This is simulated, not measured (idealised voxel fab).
The following process module bears the name voxel wiring stack.
cross-section cut | 230 nm wide | cells 5 nm
How to read a cross-section here: the picture is a grid of square cells, written as bands going from the top down, and any band can span one or more rows of cells. Heads up on the band format: heights come first, top then bottom, in nm. After that it's the materials left to right, each with its width in nm. A single material flagged "everywhere" fills the whole band edge to edge, and "empty" means there's empty space there. Beneath 0, the wafer as received is one material, and that level is where height counting begins. The lowest band goes on downward without a bottom; it is written like "0..down". When a width is written as two numbers, as in "30 to 40", the first number is the width in the top row of cells of the band and the second is the width in its bottom row, and the width changes by the same amount from each row to the next. What does "identical to before" mean for a step? It means no cell of the cross-section changed in that step. Basically, "Enclosed void catalog" tells you about the enclosed voids: empty spaces with no open way to the top, 8 cells or bigger, each written width x height at distance, where distance is from the left edge, all in nm. On each step's line, the part that comes after the settings is the simulator's own comment on the step. On any step carrying a mask, the "overlay nm" setting, if present on the step's line, tells how far right of its planned place the mask lay; negative values point to the left.
Steps planned for the process:
| 1 | RECEIVE | material Si |
| 2 | CONFORMAL_DEP | material SiO2 | thk nm 15 |
| 3 | CONFORMAL_DEP | material SiN | thk nm 5 |
| 4 | DIRECTIONAL_DEP | material lowk | thk nm 15 |
| 5 | PATTERN | tone open | mask id METAL_1 | material resist | width nm 20 | pitch nm 50 | thk nm 20 | overlay nm 0 |
| 6 | DIRECTIONAL_ETCH | etch materials lowk | depth nm 15 |
| 7 | DIRECTIONAL_ETCH | etch materials SiN | depth nm 5 |
| 8 | STRIP | etch materials resist |
| 9 | CONFORMAL_DEP | material TiN | thk nm 5 |
| 10 | FILL_DEP | material W | thk nm 10 |
| 11 | CMP | height nm 35 |
| 12 | EPI | material Ru | thk nm 5 |
| 13 | FILL_DEP | material SiCN | thk nm 5 |
| 14 | DIRECTIONAL_DEP | material lowk | thk nm 30 |
| 15 | PATTERN | tone open | mask id METAL_2_HOLES | material resist | width nm 15 | pitch nm 50 | thk nm 20 | overlay nm 0 |
| 16 | DIRECTIONAL_ETCH | etch materials lowk | depth nm 30 |
| 17 | STRIP | etch materials resist |
| 18 | DIRECTIONAL_DEP | material aC | thk nm 15 |
| 19 | PATTERN | tone open | mask id METAL_2 | material resist | width nm 20 | pitch nm 50 | thk nm 30 | overlay nm 0 |
| 20 | DIRECTIONAL_ETCH | etch materials aC | depth nm 15 |
| 21 | STRIP | etch materials resist |
| 22 | DIRECTIONAL_ETCH | etch materials lowk | depth nm 20 |
| 23 | DIRECTIONAL_ETCH | etch materials SiCN | depth nm 5 |
| 24 | STRIP | etch materials aC |
| 25 | CONFORMAL_DEP | material TiN | thk nm 5 |
| 26 | FILL_DEP | material Cu | thk nm 5 |
| 27 | CMP | height nm 75 |
| 28 | CONFORMAL_DEP | material SiCN | thk nm 5 |
| 29 | DIRECTIONAL_DEP | material lowk | thk nm 25 |
| 30 | MASKED_ETCH | tone open | mask id METAL_3_HOLES | width nm 15 | pitch nm 50 | etch materials lowk | depth nm 25 | overlay nm 0 |
| 31 | DIRECTIONAL_DEP | material aC | thk nm 10 |
| 32 | PATTERN | tone open | mask id METAL_3 | material resist | width nm 20 | pitch nm 50 | thk nm 30 | overlay nm 0 |
| 33 | DIRECTIONAL_ETCH | etch materials aC | depth nm 10 |
| 34 | STRIP | etch materials resist |
| 35 | DIRECTIONAL_ETCH | etch materials lowk | depth nm 15 |
| 36 | DIRECTIONAL_ETCH | etch materials SiCN | depth nm 5 |
| 37 | STRIP | etch materials aC |
| 38 | CONFORMAL_DEP | material TiN | thk nm 5 |
| 39 | FILL_DEP | material Ru | thk nm 5 |
| 40 | CMP | height nm 105 |
| 41 | CONFORMAL_DEP | material SiN | thk nm 5 |
Cross-section of the incoming wafer, state after step 1:
	0..down  Si everywhere
	Enclosed void catalog: none
a wafer at the end: this start, this plan, one mistake:
	110..105  SiN everywhere
	105..95  lowk=30; TiN=5; Ru=10; TiN=5; lowk=30; TiN=5; Ru=10; TiN=5; lowk=30; TiN=5; Ru=10; TiN=5; lowk=30; TiN=5; Ru=10; TiN=5; lowk=30
	95..90  lowk=30; TiN=5; Ru=5; TiN=10; lowk=30; TiN=5; Ru=5; TiN=10; lowk=30; TiN=5; Ru=5; TiN=10; lowk=30; TiN=5; Ru=5; TiN=10; lowk=30
	90..80  lowk=30; TiN=5; Ru=5; TiN=5; lowk=35; TiN=5; Ru=5; TiN=5; lowk=35; TiN=5; Ru=5; TiN=5; lowk=35; TiN=5; Ru=5; TiN=5; lowk=35
	80..75  SiCN=30; TiN=15; SiCN=35; TiN=15; SiCN=35; TiN=15; SiCN=35; TiN=15; SiCN=35
	75..70  Cu=20; TiN=15; Cu=10; TiN=15; Cu=10; TiN=15; Cu=10; TiN=15; Cu=10; TiN=15; Cu=10; TiN=15; Cu=10; TiN=15; Cu=10; TiN=15; Cu=20
	70..65  TiN=25; lowk=5; TiN=5; Cu=10; TiN=5; lowk=5; TiN=20; lowk=5; TiN=5; Cu=10; TiN=5; lowk=5; TiN=20; lowk=5; TiN=5; Cu=10; TiN=5; lowk=5; TiN=20; lowk=5; TiN=5; Cu=10; TiN=5; lowk=5; TiN=25
	65..55  lowk=30; TiN=5; Cu=10; TiN=5; lowk=30; TiN=5; Cu=10; TiN=5; lowk=30; TiN=5; Cu=10; TiN=5; lowk=30; TiN=5; Cu=10; TiN=5; lowk=30
	55..45  lowk=30; TiN=5; Cu=5; TiN=10 to 5; lowk=30 to 35; TiN=5; Cu=5; TiN=10 to 5; lowk=30 to 35; TiN=5; Cu=5; TiN=10 to 5; lowk=30 to 35; TiN=5; Cu=5; TiN=10 to 5; lowk=30 to 35
	45..40  lowk=30; TiN=15; lowk=35; TiN=15; lowk=35; TiN=15; lowk=35; TiN=15; lowk=35
	40..35  lowk=25; Ru=30; lowk=20; Ru=30; lowk=20; Ru=30; lowk=20; Ru=30; lowk=25
	35..20  lowk=30; TiN=5; W=10; TiN=5; lowk=30; TiN=5; W=10; TiN=5; lowk=30; TiN=5; W=10; TiN=5; lowk=30; TiN=5; W=10; TiN=5; lowk=30
	20..15  SiN=30; TiN=20; SiN=30; TiN=20; SiN=30; TiN=20; SiN=30; TiN=20; SiN=30
	15..0  SiO2 everywhere
	0..down  Si everywhere
	Enclosed void catalog: none
What broke from the plan during processing? step 13 of the plan was bypassed and not carried out
